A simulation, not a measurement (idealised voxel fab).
The process module that follows is named voxel self aligned vias.
FYI the section here is cut, 255 nm wide, cells are 5 nm squares.
For the purposes of this document, a cross-section shall be understood as a grid of square cells, specified as bands listed in top-to-bottom order, each band consisting of one or more rows of cells.
The entry gives the band's vertical extent as a top height and a bottom height in nm, then its horizontal make-up as materials from left to right, each with a width in nm. "air" stands for empty space; a single material marked "throughout" fills the band edge to edge.
Heads up on the height convention: 0 is the point under which the incoming wafer is all one material, and the lowest band has no bottom, it just keeps going down, like "z 0 and below".
A two-number width, for instance "30->40", indicates that the width is equal to the first number in the top row of the band and to the second number in the bottom row, and that it changes by a constant amount per row of cells.
"remained the same" means the step left every cell of the cross-section as it was.
Basically, "Enclosed void catalog" tells you about the enclosed voids: empty spaces with no open way to the top, 8 cells or bigger, each written width x height at distance, where distance is from the left edge, all in nm.
Where a step's line continues beyond its settings, the continuation is a remark by the simulator itself on that step.
overlay nm: mask offset rightward from planned place, masked step; negative means leftward offset.
How should the pairs below be read? Each gives the cross-section before one process step and the cross-section after it, the latter drawn only to the lowest band that changed; the step that lies between them, with its settings, appears under the pair. Does a pair pick up where the pair above left off? Only where its entry headed "State before step" says so, since pairs can come from different runs of this module on the same starting wafer.

-- State before step
z 0 and below: Si throughout
Enclosed void catalog: none

-- Cut View, Post-Step
z 10 to 0: SiO2 throughout
Nothing below the height 0 has changed.
Enclosed void catalog: none
Between the two cross-sections shown above, the process step is CONFORMAL_DEP (material SiO2; thk nm 10)

State before step: see the after view in the pair directly above.

-- Cut View, Post-Step
z 15 to 10: SiCN throughout
Nothing below the height 10 has changed.
Enclosed void catalog: none
Between the two cross-sections shown above, the process step is CONFORMAL_DEP (material SiCN; thk nm 5)

State before step: see the after view in the pair directly above.

-- Cut View, Post-Step
z 35 to 15: lowk throughout
Nothing below the height 15 has changed.
Enclosed void catalog: none
Between the two cross-sections shown above, the process step is DIRECTIONAL_DEP (material lowk; thk nm 20)

State before step: see the after view in the pair directly above.

-- Cut View, Post-Step
z 35 to 15: 60 nm lowk / 20 nm air / 35 nm lowk / 20 nm air / 35 nm lowk / 20 nm air / 65 nm lowk
Nothing below the height 15 has changed.
Enclosed void catalog: none
Between the two cross-sections shown above, the process step is MASKED_ETCH (tone open; mask id LINES; width nm 20; pitch nm 55; etch materials lowk; depth nm 20; overlay nm 0)

State before step: see the after view in the pair directly above.

-- Cut View, Post-Step
z 40 to 35: 65 nm TiN / 10 nm air / 45 nm TiN / 10 nm air / 45 nm TiN / 10 nm air / 70 nm TiN
z 35 to 20: 60 nm lowk / 5 nm TiN / 10 nm air / 5 nm TiN / 35 nm lowk / 5 nm TiN / 10 nm air / 5 nm TiN / 35 nm lowk / 5 nm TiN / 10 nm air / 5 nm TiN / 65 nm lowk
z 20 to 15: 60 nm lowk / 20 nm TiN / 35 nm lowk / 20 nm TiN / 35 nm lowk / 20 nm TiN / 65 nm lowk
Nothing below the height 15 has changed.
Enclosed void catalog: none
Between the two cross-sections shown above, the process step is CONFORMAL_DEP (material TiN; thk nm 5)

State before step: see the after view in the pair directly above.

-- Cut View, Post-Step
z 45 to 40: W throughout
z 40 to 35: 65 nm TiN / 10 nm W / 45 nm TiN / 10 nm W / 45 nm TiN / 10 nm W / 70 nm TiN
z 35 to 20: 60 nm lowk / 5 nm TiN / 10 nm W / 5 nm TiN / 35 nm lowk / 5 nm TiN / 10 nm W / 5 nm TiN / 35 nm lowk / 5 nm TiN / 10 nm W / 5 nm TiN / 65 nm lowk
Nothing below the height 20 has changed.
Enclosed void catalog: none
Between the two cross-sections shown above, the process step is FILL_DEP (material W; thk nm 5)

State before step: see the after view in the pair directly above.

-- Cut View, Post-Step
z 35 to 20: 60 nm lowk / 5 nm TiN / 10 nm W / 5 nm TiN / 35 nm lowk / 5 nm TiN / 10 nm W / 5 nm TiN / 35 nm lowk / 5 nm TiN / 10 nm W / 5 nm TiN / 65 nm lowk
Nothing below the height 20 has changed.
Enclosed void catalog: none
Between the two cross-sections shown above, the process step is CMP (height nm 35)

State before step: see the after view in the pair directly above.

-- Cut View, Post-Step
z 35 to 30: 60 nm lowk / 20 nm air / 35 nm lowk / 20 nm air / 35 nm lowk / 20 nm air / 65 nm lowk
Nothing below the height 30 has changed.
Enclosed void catalog: none
Between the two cross-sections shown above, the process step is SELECTIVE_ETCH (etch materials W Ru TiN; depth nm 5)

State before step: see the after view in the pair directly above.

-- Cut View, Post-Step
z 45 to 35: SiN throughout
z 35 to 30: 60 nm lowk / 20 nm SiN / 35 nm lowk / 20 nm SiN / 35 nm lowk / 20 nm SiN / 65 nm lowk
Nothing below the height 30 has changed.
Enclosed void catalog: none
Between the two cross-sections shown above, the process step is FILL_DEP (material SiN; thk nm 10)

State before step: see the after view in the pair directly above.

-- Cut View, Post-Step
z 35 to 30: 60 nm lowk / 20 nm SiN / 35 nm lowk / 20 nm SiN / 35 nm lowk / 20 nm SiN / 65 nm lowk
Nothing below the height 30 has changed.
Enclosed void catalog: none
Between the two cross-sections shown above, the process step is CMP (height nm 35)

State before step: see the after view in the pair directly above.

-- Cut View, Post-Step
z 55 to 35: lowk throughout
Nothing below the height 35 has changed.
Enclosed void catalog: none
Between the two cross-sections shown above, the process step is DIRECTIONAL_DEP (material lowk; thk nm 20)

State before step: see the after view in the pair directly above.

-- Cut View, Post-Step
z 75 to 55: 50 nm resist / 40 nm air / 15 nm resist / 40 nm air / 15 nm resist / 40 nm air / 55 nm resist
Nothing below the height 55 has changed.
Enclosed void catalog: none
Between the two cross-sections shown above, the process step is PATTERN (tone open; mask id VIAS; material resist; width nm 40; pitch nm 55; thk nm 20; overlay nm 0)

State before step: see the after view in the pair directly above.

-- Cut View, Post-Step
z 75 to 55: 50 nm resist / 40 nm air / 15 nm resist / 40 nm air / 15 nm resist / 40 nm air / 55 nm resist
z 55 to 35: 50 nm lowk / 40 nm air / 15 nm lowk / 40 nm air / 15 nm lowk / 40 nm air / 55 nm lowk
Nothing below the height 35 has changed.
Enclosed void catalog: none
Between the two cross-sections shown above, the process step is DIRECTIONAL_ETCH (etch materials lowk; depth nm 20)

State before step: see the after view in the pair directly above.

-- Cut View, Post-Step
z 75 to 55: 50 nm resist / 40 nm air / 15 nm resist / 40 nm air / 15 nm resist / 40 nm air / 55 nm resist
z 55 to 35: 50 nm lowk / 40 nm air / 15 nm lowk / 40 nm air / 15 nm lowk / 40 nm air / 55 nm lowk
z 35 to 30: 60 nm lowk / 20 nm air / 35 nm lowk / 20 nm air / 35 nm lowk / 20 nm air / 65 nm lowk
Nothing below the height 30 has changed.
Enclosed void catalog: none
Between the two cross-sections shown above, the process step is DIRECTIONAL_ETCH (etch materials SiN; depth nm 5)

State before step: see the after view in the pair directly above.

-- Cut View, Post-Step
z 55 to 35: 50 nm lowk / 40 nm air / 15 nm lowk / 40 nm air / 15 nm lowk / 40 nm air / 55 nm lowk
Nothing below the height 35 has changed.
Enclosed void catalog: none
Between the two cross-sections shown above, the process step is STRIP (etch materials resist)

State before step: see the after view in the pair directly above.

-- Cut View, Post-Step
z 60 to 55: 55 nm TiN / 30 nm air / 25 nm TiN / 30 nm air / 25 nm TiN / 30 nm air / 60 nm TiN
z 55 to 40: 50 nm lowk / 5 nm TiN / 30 nm air / 5 nm TiN / 15 nm lowk / 5 nm TiN / 30 nm air / 5 nm TiN / 15 nm lowk / 5 nm TiN / 30 nm air / 5 nm TiN / 55 nm lowk
z 40 to 35: 50 nm lowk / 15 nm TiN / 10 nm air / 15 nm TiN / 15 nm lowk / 15 nm TiN / 10 nm air / 15 nm TiN / 15 nm lowk / 15 nm TiN / 10 nm air / 15 nm TiN / 55 nm lowk
z 35 to 30: 60 nm lowk / 20 nm TiN / 35 nm lowk / 20 nm TiN / 35 nm lowk / 20 nm TiN / 65 nm lowk
Nothing below the height 30 has changed.
Enclosed void catalog: none
Between the two cross-sections shown above, the process step is CONFORMAL_DEP (material TiN; thk nm 5)

State before step: see the after view in the pair directly above.

-- Cut View, Post-Step
z 70 to 60: Ru throughout
z 60 to 55: 55 nm TiN / 30 nm Ru / 25 nm TiN / 30 nm Ru / 25 nm TiN / 30 nm Ru / 60 nm TiN
z 55 to 40: 50 nm lowk / 5 nm TiN / 30 nm Ru / 5 nm TiN / 15 nm lowk / 5 nm TiN / 30 nm Ru / 5 nm TiN / 15 nm lowk / 5 nm TiN / 30 nm Ru / 5 nm TiN / 55 nm lowk
z 40 to 35: 50 nm lowk / 15 nm TiN / 10 nm Ru / 15 nm TiN / 15 nm lowk / 15 nm TiN / 10 nm Ru / 15 nm TiN / 15 nm lowk / 15 nm TiN / 10 nm Ru / 15 nm TiN / 55 nm lowk
Nothing below the height 35 has changed.
Enclosed void catalog: none
Between the two cross-sections shown above, the process step is FILL_DEP (material Ru; thk nm 10)

State before step: see the after view in the pair directly above.

-- Cut View, Post-Step
z 55 to 40: 50 nm lowk / 5 nm TiN / 30 nm Ru / 5 nm TiN / 15 nm lowk / 5 nm TiN / 30 nm Ru / 5 nm TiN / 15 nm lowk / 5 nm TiN / 30 nm Ru / 5 nm TiN / 55 nm lowk
Nothing below the height 40 has changed.
Enclosed void catalog: none
Between the two cross-sections shown above, the process step is CMP (height nm 55)

State before step: see the after view in the pair directly above.

-- Cut View, Post-Step
z 60 to 55: SiCN throughout
Nothing below the height 55 has changed.
Enclosed void catalog: none
Between the two cross-sections shown above, the process step is CONFORMAL_DEP (material SiCN; thk nm 5)

-- State before step
z 70 to 60: Ru throughout
z 60 to 55: 55 nm TiN / 30 nm Ru / 25 nm TiN / 30 nm Ru / 25 nm TiN / 30 nm Ru / 60 nm TiN
z 55 to 40: 50 nm lowk / 5 nm TiN / 30 nm Ru / 5 nm TiN / 15 nm lowk / 5 nm TiN / 30 nm Ru / 5 nm TiN / 15 nm lowk / 5 nm TiN / 30 nm Ru / 5 nm TiN / 55 nm lowk
z 40 to 35: 50 nm lowk / 15 nm TiN / 10 nm Ru / 15 nm TiN / 15 nm lowk / 15 nm TiN / 10 nm Ru / 15 nm TiN / 15 nm lowk / 15 nm TiN / 10 nm Ru / 15 nm TiN / 55 nm lowk
z 35 to 30: 60 nm lowk / 20 nm TiN / 35 nm lowk / 20 nm TiN / 35 nm lowk / 20 nm TiN / 65 nm lowk
z 30 to 20: 60 nm lowk / 5 nm TiN / 10 nm W / 5 nm TiN / 35 nm lowk / 5 nm TiN / 10 nm W / 5 nm TiN / 35 nm lowk / 5 nm TiN / 10 nm W / 5 nm TiN / 65 nm lowk
z 20 to 15: 60 nm lowk / 20 nm TiN / 35 nm lowk / 20 nm TiN / 35 nm lowk / 20 nm TiN / 65 nm lowk
z 15 to 10: SiCN throughout
z 10 to 0: SiO2 throughout
z 0 and below: Si throughout
Enclosed void catalog: none

-- Cut View, Post-Step
z 75 to 70: SiCN throughout
Nothing below the height 70 has changed.
Enclosed void catalog: none
Between the two cross-sections shown above, the process step is CONFORMAL_DEP (material SiCN; thk nm 5)

-- State before step
z 75 to 55: 50 nm resist / 40 nm air / 15 nm resist / 40 nm air / 15 nm resist / 40 nm air / 55 nm resist
z 55 to 35: 50 nm lowk / 40 nm air / 15 nm lowk / 40 nm air / 15 nm lowk / 40 nm air / 55 nm lowk
z 35 to 30: 60 nm lowk / 20 nm SiN / 35 nm lowk / 20 nm SiN / 35 nm lowk / 20 nm SiN / 65 nm lowk
z 30 to 20: 60 nm lowk / 5 nm TiN / 10 nm W / 5 nm TiN / 35 nm lowk / 5 nm TiN / 10 nm W / 5 nm TiN / 35 nm lowk / 5 nm TiN / 10 nm W / 5 nm TiN / 65 nm lowk
z 20 to 15: 60 nm lowk / 20 nm TiN / 35 nm lowk / 20 nm TiN / 35 nm lowk / 20 nm TiN / 65 nm lowk
z 15 to 10: SiCN throughout
z 10 to 0: SiO2 throughout
z 0 and below: Si throughout
Enclosed void catalog: none

-- Cut View, Post-Step
z 75 to 55: 50 nm resist / 40 nm air / 15 nm resist / 40 nm air / 15 nm resist / 40 nm air / 55 nm resist
z 55 to 35: 50 nm lowk / 40 nm air / 15 nm lowk / 40 nm air / 15 nm lowk / 40 nm air / 55 nm lowk
z 35 to 30: 50 nm lowk / 10 nm air / 20 nm SiN / 10 nm air / 15 nm lowk / 10 nm air / 20 nm SiN / 10 nm air / 15 nm lowk / 10 nm air / 20 nm SiN / 10 nm air / 55 nm lowk
z 30 to 20: 50 nm lowk / 10 nm air / 5 nm TiN / 10 nm W / 5 nm TiN / 10 nm air / 15 nm lowk / 10 nm air / 5 nm TiN / 10 nm W / 5 nm TiN / 10 nm air / 15 nm lowk / 10 nm air / 5 nm TiN / 10 nm W / 5 nm TiN / 10 nm air / 55 nm lowk
z 20 to 15: 50 nm lowk / 10 nm air / 20 nm TiN / 10 nm air / 15 nm lowk / 10 nm air / 20 nm TiN / 10 nm air / 15 nm lowk / 10 nm air / 20 nm TiN / 10 nm air / 55 nm lowk
Nothing below the height 15 has changed.
Enclosed void catalog: none
Between the two cross-sections shown above, the process step is DIRECTIONAL_ETCH (etch materials lowk; depth nm 20)

State before step: see the after view in the pair directly above.

-- Cut View, Post-Step
z 75 to 55: 50 nm resist / 40 nm air / 15 nm resist / 40 nm air / 15 nm resist / 40 nm air / 55 nm resist
z 55 to 30: 50 nm lowk / 40 nm air / 15 nm lowk / 40 nm air / 15 nm lowk / 40 nm air / 55 nm lowk
Nothing below the height 30 has changed.
Enclosed void catalog: none
Between the two cross-sections shown above, the process step is DIRECTIONAL_ETCH (etch materials SiN; depth nm 5)

State before step: see the after view in the pair directly above.

-- Cut View, Post-Step
z 55 to 30: 50 nm lowk / 40 nm air / 15 nm lowk / 40 nm air / 15 nm lowk / 40 nm air / 55 nm lowk
Nothing below the height 30 has changed.
Enclosed void catalog: none
Between the two cross-sections shown above, the process step is STRIP (etch materials resist)

State before step: see the after view in the pair directly above.

-- Cut View, Post-Step
z 60 to 55: 55 nm TiN / 30 nm air / 25 nm TiN / 30 nm air / 25 nm TiN / 30 nm air / 60 nm TiN
z 55 to 35: 50 nm lowk / 5 nm TiN / 30 nm air / 5 nm TiN / 15 nm lowk / 5 nm TiN / 30 nm air / 5 nm TiN / 15 nm lowk / 5 nm TiN / 30 nm air / 5 nm TiN / 55 nm lowk
z 35 to 30: 50 nm lowk / 40 nm TiN / 15 nm lowk / 40 nm TiN / 15 nm lowk / 40 nm TiN / 55 nm lowk
z 30 to 20: 50 nm lowk / 15 nm TiN / 10 nm W / 15 nm TiN / 15 nm lowk / 15 nm TiN / 10 nm W / 15 nm TiN / 15 nm lowk / 15 nm TiN / 10 nm W / 15 nm TiN / 55 nm lowk
z 20 to 15: 50 nm lowk / 40 nm TiN / 15 nm lowk / 40 nm TiN / 15 nm lowk / 40 nm TiN / 55 nm lowk
Nothing below the height 15 has changed.
Enclosed void catalog: none
Between the two cross-sections shown above, the process step is CONFORMAL_DEP (material TiN; thk nm 5)

State before step: see the after view in the pair directly above.

-- Cut View, Post-Step
z 70 to 60: Ru throughout
z 60 to 55: 55 nm TiN / 30 nm Ru / 25 nm TiN / 30 nm Ru / 25 nm TiN / 30 nm Ru / 60 nm TiN
z 55 to 35: 50 nm lowk / 5 nm TiN / 30 nm Ru / 5 nm TiN / 15 nm lowk / 5 nm TiN / 30 nm Ru / 5 nm TiN / 15 nm lowk / 5 nm TiN / 30 nm Ru / 5 nm TiN / 55 nm lowk
Nothing below the height 35 has changed.
Enclosed void catalog: none
Between the two cross-sections shown above, the process step is FILL_DEP (material Ru; thk nm 10)

State before step: see the after view in the pair directly above.

-- Cut View, Post-Step
z 55 to 35: 50 nm lowk / 5 nm TiN / 30 nm Ru / 5 nm TiN / 15 nm lowk / 5 nm TiN / 30 nm Ru / 5 nm TiN / 15 nm lowk / 5 nm TiN / 30 nm Ru / 5 nm TiN / 55 nm lowk
Nothing below the height 35 has changed.
Enclosed void catalog: none
Between the two cross-sections shown above, the process step is CMP (height nm 55)

State before step: see the after view in the pair directly above.

-- Cut View, Post-Step
z 60 to 55: SiCN throughout
Nothing below the height 55 has changed.
Enclosed void catalog: none
Between the two cross-sections shown above, the process step is CONFORMAL_DEP (material SiCN; thk nm 5)

-- State before step
z 10 to 0: SiO2 throughout
z 0 and below: Si throughout
Enclosed void catalog: none

-- Cut View, Post-Step
z 30 to 10: lowk throughout
Nothing below the height 10 has changed.
Enclosed void catalog: none
Between the two cross-sections shown above, the process step is DIRECTIONAL_DEP (material lowk; thk nm 20)

State before step: see the after view in the pair directly above.

-- Cut View, Post-Step
z 35 to 30: SiCN throughout
Nothing below the height 30 has changed.
Enclosed void catalog: none
Between the two cross-sections shown above, the process step is CONFORMAL_DEP (material SiCN; thk nm 5)

State before step: see the after view in the pair directly above.

-- Cut View, Post-Step
z 40 to 35: TiN throughout
Nothing below the height 35 has changed.
Enclosed void catalog: none
Between the two cross-sections shown above, the process step is CONFORMAL_DEP (material TiN; thk nm 5)

State before step: see the after view in the pair directly above.

-- Cut View, Post-Step
z 45 to 40: W throughout
Nothing below the height 40 has changed.
Enclosed void catalog: none
Between the two cross-sections shown above, the process step is FILL_DEP (material W; thk nm 5)

State before step: see the after view in the pair directly above.

-- Cut View, Post-Step
z 35 to 30: SiCN throughout
Nothing below the height 30 has changed.
Enclosed void catalog: none
Between the two cross-sections shown above, the process step is CMP (height nm 35)

State before step: see the after view in the pair directly above.

-- Cut View, Post-Step
z 45 to 35: SiN throughout
Nothing below the height 35 has changed.
Enclosed void catalog: none
Between the two cross-sections shown above, the process step is FILL_DEP (material SiN; thk nm 10)

State before step: see the after view in the pair directly above.

-- Cut View, Post-Step
z 35 to 30: SiCN throughout
Nothing below the height 30 has changed.
Enclosed void catalog: none
Between the two cross-sections shown above, the process step is CMP (height nm 35)

State before step: see the after view in the pair directly above.

-- Cut View, Post-Step
z 55 to 35: lowk throughout
Nothing below the height 35 has changed.
Enclosed void catalog: none
Between the two cross-sections shown above, the process step is DIRECTIONAL_DEP (material lowk; thk nm 20)

State before step: see the after view in the pair directly above.

-- Cut View, Post-Step
z 75 to 55: 50 nm resist / 40 nm air / 15 nm resist / 40 nm air / 15 nm resist / 40 nm air / 55 nm resist
Nothing below the height 55 has changed.
Enclosed void catalog: none
Between the two cross-sections shown above, the process step is PATTERN (tone open; mask id VIAS; material resist; width nm 40; pitch nm 55; thk nm 20; overlay nm 0)

State before step: see the after view in the pair directly above.

-- Cut View, Post-Step
z 75 to 55: 50 nm resist / 40 nm air / 15 nm resist / 40 nm air / 15 nm resist / 40 nm air / 55 nm resist
z 55 to 35: 50 nm lowk / 40 nm air / 15 nm lowk / 40 nm air / 15 nm lowk / 40 nm air / 55 nm lowk
Nothing below the height 35 has changed.
Enclosed void catalog: none
Between the two cross-sections shown above, the process step is DIRECTIONAL_ETCH (etch materials lowk; depth nm 20)

State before step: see the after view in the pair directly above.

-- Cut View, Post-Step
z 55 to 35: 50 nm lowk / 40 nm air / 15 nm lowk / 40 nm air / 15 nm lowk / 40 nm air / 55 nm lowk
Nothing below the height 35 has changed.
Enclosed void catalog: none
Between the two cross-sections shown above, the process step is STRIP (etch materials resist)

State before step: see the after view in the pair directly above.

-- Cut View, Post-Step
z 60 to 55: 55 nm TiN / 30 nm air / 25 nm TiN / 30 nm air / 25 nm TiN / 30 nm air / 60 nm TiN
z 55 to 40: 50 nm lowk / 5 nm TiN / 30 nm air / 5 nm TiN / 15 nm lowk / 5 nm TiN / 30 nm air / 5 nm TiN / 15 nm lowk / 5 nm TiN / 30 nm air / 5 nm TiN / 55 nm lowk
z 40 to 35: 50 nm lowk / 40 nm TiN / 15 nm lowk / 40 nm TiN / 15 nm lowk / 40 nm TiN / 55 nm lowk
Nothing below the height 35 has changed.
Enclosed void catalog: none
Between the two cross-sections shown above, the process step is CONFORMAL_DEP (material TiN; thk nm 5)

State before step: see the after view in the pair directly above.

-- Cut View, Post-Step
z 70 to 60: Ru throughout
z 60 to 55: 55 nm TiN / 30 nm Ru / 25 nm TiN / 30 nm Ru / 25 nm TiN / 30 nm Ru / 60 nm TiN
z 55 to 40: 50 nm lowk / 5 nm TiN / 30 nm Ru / 5 nm TiN / 15 nm lowk / 5 nm TiN / 30 nm Ru / 5 nm TiN / 15 nm lowk / 5 nm TiN / 30 nm Ru / 5 nm TiN / 55 nm lowk
Nothing below the height 40 has changed.
Enclosed void catalog: none
Between the two cross-sections shown above, the process step is FILL_DEP (material Ru; thk nm 10)

State before step: see the after view in the pair directly above.

-- Cut View, Post-Step
z 55 to 40: 50 nm lowk / 5 nm TiN / 30 nm Ru / 5 nm TiN / 15 nm lowk / 5 nm TiN / 30 nm Ru / 5 nm TiN / 15 nm lowk / 5 nm TiN / 30 nm Ru / 5 nm TiN / 55 nm lowk
Nothing below the height 40 has changed.
Enclosed void catalog: none
Between the two cross-sections shown above, the process step is CMP (height nm 55)

State before step: see the after view in the pair directly above.

-- Cut View, Post-Step
z 60 to 55: SiCN throughout
Nothing below the height 55 has changed.
Enclosed void catalog: none
Between the two cross-sections shown above, the process step is CONFORMAL_DEP (material SiCN; thk nm 5)

-- State before step
z 70 to 60: Ru throughout
z 60 to 55: 55 nm TiN / 30 nm Ru / 25 nm TiN / 30 nm Ru / 25 nm TiN / 30 nm Ru / 60 nm TiN
z 55 to 40: 50 nm lowk / 5 nm TiN / 30 nm Ru / 5 nm TiN / 15 nm lowk / 5 nm TiN / 30 nm Ru / 5 nm TiN / 15 nm lowk / 5 nm TiN / 30 nm Ru / 5 nm TiN / 55 nm lowk
z 40 to 35: 50 nm lowk / 15 nm TiN / 10 nm Ru / 15 nm TiN / 15 nm lowk / 15 nm TiN / 10 nm Ru / 15 nm TiN / 15 nm lowk / 15 nm TiN / 10 nm Ru / 15 nm TiN / 55 nm lowk
z 35 to 30: 60 nm lowk / 20 nm TiN / 35 nm lowk / 20 nm TiN / 35 nm lowk / 20 nm TiN / 65 nm lowk
z 30 to 20: 60 nm lowk / 5 nm TiN / 10 nm W / 5 nm TiN / 35 nm lowk / 5 nm TiN / 10 nm W / 5 nm TiN / 35 nm lowk / 5 nm TiN / 10 nm W / 5 nm TiN / 65 nm lowk
z 20 to 15: 60 nm lowk / 20 nm TiN / 35 nm lowk / 20 nm TiN / 35 nm lowk / 20 nm TiN / 65 nm lowk
z 15 to 10: SiCN throughout
z 10 to 0: SiO2 throughout
z 0 and below: Si throughout
Enclosed void catalog: none

-- Cut View, Post-Step
z 45 to 35: 50 nm lowk / 5->15 nm TiN / 30->10 nm Ru / 5->15 nm TiN / 15 nm lowk / 5->15 nm TiN / 30->10 nm Ru / 5->15 nm TiN / 15 nm lowk / 5->15 nm TiN / 30->10 nm Ru / 5->15 nm TiN / 55 nm lowk
Nothing below the height 35 has changed.
Enclosed void catalog: none
Between the two cross-sections shown above, the process step is CMP (height nm 45)

State before step: see the after view in the pair directly above.

-- Cut View, Post-Step
z 50 to 45: SiCN throughout
Nothing below the height 45 has changed.
Enclosed void catalog: none
Between the two cross-sections shown above, the process step is CONFORMAL_DEP (material SiCN; thk nm 5)

-- State before step
z 35 to 15: lowk throughout
z 15 to 10: SiCN throughout
z 10 to 0: SiO2 throughout
z 0 and below: Si throughout
Enclosed void catalog: none

-- Cut View, Post-Step
z 35 to 15: 65 nm lowk / 15 nm air / 40 nm lowk / 15 nm air / 40 nm lowk / 15 nm air / 65 nm lowk
Nothing below the height 15 has changed.
Enclosed void catalog: none
Between the two cross-sections shown above, the process step is MASKED_ETCH (tone open; mask id LINES; width nm 15; pitch nm 55; etch materials lowk; depth nm 20; overlay nm 0)

State before step: see the after view in the pair directly above.

-- Cut View, Post-Step
z 40 to 35: 70 nm TiN / 5 nm air / 50 nm TiN / 5 nm air / 50 nm TiN / 5 nm air / 70 nm TiN
z 35 to 20: 65 nm lowk / 5 nm TiN / 5 nm air / 5 nm TiN / 40 nm lowk / 5 nm TiN / 5 nm air / 5 nm TiN / 40 nm lowk / 5 nm TiN / 5 nm air / 5 nm TiN / 65 nm lowk
z 20 to 15: 65 nm lowk / 15 nm TiN / 40 nm lowk / 15 nm TiN / 40 nm lowk / 15 nm TiN / 65 nm lowk
Nothing below the height 15 has changed.
Enclosed void catalog: none
Between the two cross-sections shown above, the process step is CONFORMAL_DEP (material TiN; thk nm 5)

State before step: see the after view in the pair directly above.

-- Cut View, Post-Step
z 45 to 40: W throughout
z 40 to 35: 70 nm TiN / 5 nm W / 50 nm TiN / 5 nm W / 50 nm TiN / 5 nm W / 70 nm TiN
z 35 to 20: 65 nm lowk / 5 nm TiN / 5 nm W / 5 nm TiN / 40 nm lowk / 5 nm TiN / 5 nm W / 5 nm TiN / 40 nm lowk / 5 nm TiN / 5 nm W / 5 nm TiN / 65 nm lowk
Nothing below the height 20 has changed.
Enclosed void catalog: none
Between the two cross-sections shown above, the process step is FILL_DEP (material W; thk nm 5)

State before step: see the after view in the pair directly above.

-- Cut View, Post-Step
z 35 to 20: 65 nm lowk / 5 nm TiN / 5 nm W / 5 nm TiN / 40 nm lowk / 5 nm TiN / 5 nm W / 5 nm TiN / 40 nm lowk / 5 nm TiN / 5 nm W / 5 nm TiN / 65 nm lowk
Nothing below the height 20 has changed.
Enclosed void catalog: none
Between the two cross-sections shown above, the process step is CMP (height nm 35)

State before step: see the after view in the pair directly above.

-- Cut View, Post-Step
z 35 to 30: 65 nm lowk / 15 nm air / 40 nm lowk / 15 nm air / 40 nm lowk / 15 nm air / 65 nm lowk
Nothing below the height 30 has changed.
Enclosed void catalog: none
Between the two cross-sections shown above, the process step is SELECTIVE_ETCH (etch materials W Ru TiN; depth nm 5)

State before step: see the after view in the pair directly above.

-- Cut View, Post-Step
z 45 to 35: SiN throughout
z 35 to 30: 65 nm lowk / 15 nm SiN / 40 nm lowk / 15 nm SiN / 40 nm lowk / 15 nm SiN / 65 nm lowk
Nothing below the height 30 has changed.
Enclosed void catalog: none
Between the two cross-sections shown above, the process step is FILL_DEP (material SiN; thk nm 10)

State before step: see the after view in the pair directly above.

-- Cut View, Post-Step
z 35 to 30: 65 nm lowk / 15 nm SiN / 40 nm lowk / 15 nm SiN / 40 nm lowk / 15 nm SiN / 65 nm lowk
Nothing below the height 30 has changed.
Enclosed void catalog: none
Between the two cross-sections shown above, the process step is CMP (height nm 35)

State before step: see the after view in the pair directly above.

-- Cut View, Post-Step
z 55 to 35: lowk throughout
Nothing below the height 35 has changed.
Enclosed void catalog: none
Between the two cross-sections shown above, the process step is DIRECTIONAL_DEP (material lowk; thk nm 20)

State before step: see the after view in the pair directly above.

-- Cut View, Post-Step
z 75 to 55: 50 nm resist / 40 nm air / 15 nm resist / 40 nm air / 15 nm resist / 40 nm air / 55 nm resist
Nothing below the height 55 has changed.
Enclosed void catalog: none
Between the two cross-sections shown above, the process step is PATTERN (tone open; mask id VIAS; material resist; width nm 40; pitch nm 55; thk nm 20; overlay nm 0)

State before step: see the after view in the pair directly above.

-- Cut View, Post-Step
z 75 to 55: 50 nm resist / 40 nm air / 15 nm resist / 40 nm air / 15 nm resist / 40 nm air / 55 nm resist
z 55 to 35: 50 nm lowk / 40 nm air / 15 nm lowk / 40 nm air / 15 nm lowk / 40 nm air / 55 nm lowk
Nothing below the height 35 has changed.
Enclosed void catalog: none
Between the two cross-sections shown above, the process step is DIRECTIONAL_ETCH (etch materials lowk; depth nm 20)

State before step: see the after view in the pair directly above.

-- Cut View, Post-Step
z 75 to 55: 50 nm resist / 40 nm air / 15 nm resist / 40 nm air / 15 nm resist / 40 nm air / 55 nm resist
z 55 to 35: 50 nm lowk / 40 nm air / 15 nm lowk / 40 nm air / 15 nm lowk / 40 nm air / 55 nm lowk
z 35 to 30: 65 nm lowk / 15 nm air / 40 nm lowk / 15 nm air / 40 nm lowk / 15 nm air / 65 nm lowk
Nothing below the height 30 has changed.
Enclosed void catalog: none
Between the two cross-sections shown above, the process step is DIRECTIONAL_ETCH (etch materials SiN; depth nm 5)

State before step: see the after view in the pair directly above.

-- Cut View, Post-Step
z 55 to 35: 50 nm lowk / 40 nm air / 15 nm lowk / 40 nm air / 15 nm lowk / 40 nm air / 55 nm lowk
Nothing below the height 35 has changed.
Enclosed void catalog: none
Between the two cross-sections shown above, the process step is STRIP (etch materials resist)

State before step: see the after view in the pair directly above.

-- Cut View, Post-Step
z 60 to 55: 55 nm TiN / 30 nm air / 25 nm TiN / 30 nm air / 25 nm TiN / 30 nm air / 60 nm TiN
z 55 to 40: 50 nm lowk / 5 nm TiN / 30 nm air / 5 nm TiN / 15 nm lowk / 5 nm TiN / 30 nm air / 5 nm TiN / 15 nm lowk / 5 nm TiN / 30 nm air / 5 nm TiN / 55 nm lowk
z 40 to 35: 50 nm lowk / 20 nm TiN / 5 nm air / 15 nm TiN / 15 nm lowk / 20 nm TiN / 5 nm air / 15 nm TiN / 15 nm lowk / 20 nm TiN / 5 nm air / 15 nm TiN / 55 nm lowk
z 35 to 30: 65 nm lowk / 15 nm TiN / 40 nm lowk / 15 nm TiN / 40 nm lowk / 15 nm TiN / 65 nm lowk
Nothing below the height 30 has changed.
Enclosed void catalog: none
Between the two cross-sections shown above, the process step is CONFORMAL_DEP (material TiN; thk nm 5)

State before step: see the after view in the pair directly above.

-- Cut View, Post-Step
z 70 to 60: Ru throughout
z 60 to 55: 55 nm TiN / 30 nm Ru / 25 nm TiN / 30 nm Ru / 25 nm TiN / 30 nm Ru / 60 nm TiN
z 55 to 40: 50 nm lowk / 5 nm TiN / 30 nm Ru / 5 nm TiN / 15 nm lowk / 5 nm TiN / 30 nm Ru / 5 nm TiN / 15 nm lowk / 5 nm TiN / 30 nm Ru / 5 nm TiN / 55 nm lowk
z 40 to 35: 50 nm lowk / 20 nm TiN / 5 nm Ru / 15 nm TiN / 15 nm lowk / 20 nm TiN / 5 nm Ru / 15 nm TiN / 15 nm lowk / 20 nm TiN / 5 nm Ru / 15 nm TiN / 55 nm lowk
Nothing below the height 35 has changed.
Enclosed void catalog: none
Between the two cross-sections shown above, the process step is FILL_DEP (material Ru; thk nm 10)
